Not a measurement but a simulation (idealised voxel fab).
Presented below is a process module, voxel air gaps.
Square cell edge 5 nm, section width 260 nm, ID cut.
Cross-section layout: square cells on a grid; listed as bands, top to bottom; a band spans one or more cell rows.
Top, bottom (nm), then materials left to right with widths (nm); lone material tagged "full width" fills the whole band edge to edge; "empty" = empty space.
Heights are expressed relative to 0, this being the level below which the as-received wafer comprises one material exclusively. The lowest band is unbounded in the downward direction and is denoted as in "z 0 and below".
Width spec "30 to 40" -> top row of cells at first value, bottom row at second value, equal per-row change in between.
"nothing changed" after a step means that no cell of the cross-section changed.
Unvented internal voids: empty space of 8 cells or more with no open way to the top, each as width x height at its distance from the left edge, in nm
Step line, after settings: the simulator's comment on this step.
overlay nm: mask right of planned place by this much (step with mask). Neg. = left.
**The following list gives the planned process steps**
1. RECEIVE,material Si
2. CONFORMAL_DEP,material SiO2,thk nm 10
3. CONFORMAL_DEP,material SiCN,thk nm 5
4. DIRECTIONAL_DEP,material SiO2,thk nm 35
5. DIRECTIONAL_DEP,material aC,thk nm 15
6. PATTERN,tone open,mask id LINES,material resist,width nm 25,pitch nm 50,thk nm 35,overlay nm 0
7. DIRECTIONAL_ETCH,etch materials aC,depth nm 15
8. STRIP,etch materials resist
9. DIRECTIONAL_ETCH,etch materials SiO2,depth nm 35
10. STRIP,etch materials aC
11. CONFORMAL_DEP,material TiN,thk nm 5
12. FILL_DEP,material W,thk nm 10
13. CMP,height nm 50
14. EPI,material Ru,thk nm 10
15. SELECTIVE_ETCH,etch materials SiO2,depth nm 45
16. CONFORMAL_DEP,material SiCN,thk nm 5
**Here's what the wafer looked like in cross-section when it arrived - that's after step 1**
    z 0 and below  Si full width
    Unvented internal voids: none
**As-planned run: cross-section of the first of two wafers at end of module**
    z 65 to 60  25 empty | 205 SiCN | 30 empty
    z 60 to 50  25 empty | 5 SiCN | 45 Ru | 5 SiCN | 45 Ru | 5 SiCN | 45 Ru | 5 SiCN | 45 Ru | 5 SiCN | 30 empty
    z 50 to 45  25 empty | 15 SiCN | 5 TiN | 15 W | 5 TiN | 25 SiCN | 5 TiN | 15 W | 5 TiN | 25 SiCN | 5 TiN | 15 W | 5 TiN | 25 SiCN | 5 TiN | 15 W | 5 TiN | 15 SiCN | 30 empty
    z 45 to 20  35 empty | 5 SiCN | 5 TiN | 15 W | 5 TiN | 5 SiCN | 15 empty | 5 SiCN | 5 TiN | 15 W | 5 TiN | 5 SiCN | 15 empty | 5 SiCN | 5 TiN | 15 W | 5 TiN | 5 SiCN | 15 empty | 5 SiCN | 5 TiN | 15 W | 5 TiN | 5 SiCN | 40 empty
    z 20 to 15  40 SiCN | 25 TiN | 25 SiCN | 25 TiN | 25 SiCN | 25 TiN | 25 SiCN | 25 TiN | 45 SiCN
    z 15 to 10  SiCN full width
    z 10 to 0  SiO2 full width
    z 0 and below  Si full width
    Unvented internal voids: 15 x 25 at 70; 15 x 25 at 120; 15 x 25 at 170
**Presented here is a cross-section of the second of the two wafers as it stood at the end of the module. It was started in the same manner and assigned the same plan as the first wafer; however, one mistake was made in its execution**
    z 75 to 70  15 empty | 225 SiCN | 20 empty
    z 70 to 50  15 empty | 5 SiCN | 215 Ru | 5 SiCN | 20 empty
    z 50 to 45  15 empty | 25 SiCN | 5 TiN | 15 W | 5 TiN | 25 SiO2 | 5 TiN | 15 W | 5 TiN | 25 SiO2 | 5 TiN | 15 W | 5 TiN | 25 SiO2 | 5 TiN | 15 W | 5 TiN | 25 SiCN | 20 empty
    z 45 to 20  35 empty | 5 SiCN | 5 TiN | 15 W | 5 TiN | 25 SiO2 | 5 TiN | 15 W | 5 TiN | 25 SiO2 | 5 TiN | 15 W | 5 TiN | 25 SiO2 | 5 TiN | 15 W | 5 TiN | 5 SiCN | 40 empty
    z 20 to 15  40 SiCN | 25 TiN | 25 SiO2 | 25 TiN | 25 SiO2 | 25 TiN | 25 SiO2 | 25 TiN | 45 SiCN
    z 15 to 10  SiCN full width
    z 10 to 0  SiO2 full width
    z 0 and below  Si full width
    Unvented internal voids: none
Processing error: step 14 of the plan was twice carried out
Counted in cells at the end, the second wafer holds more or fewer of these materials than the first: Ru: 100 more; SiCN: 54 fewer; SiO2: 105 more
Long story short, the first wafer ends with 3 closed voids and the second one with 0.
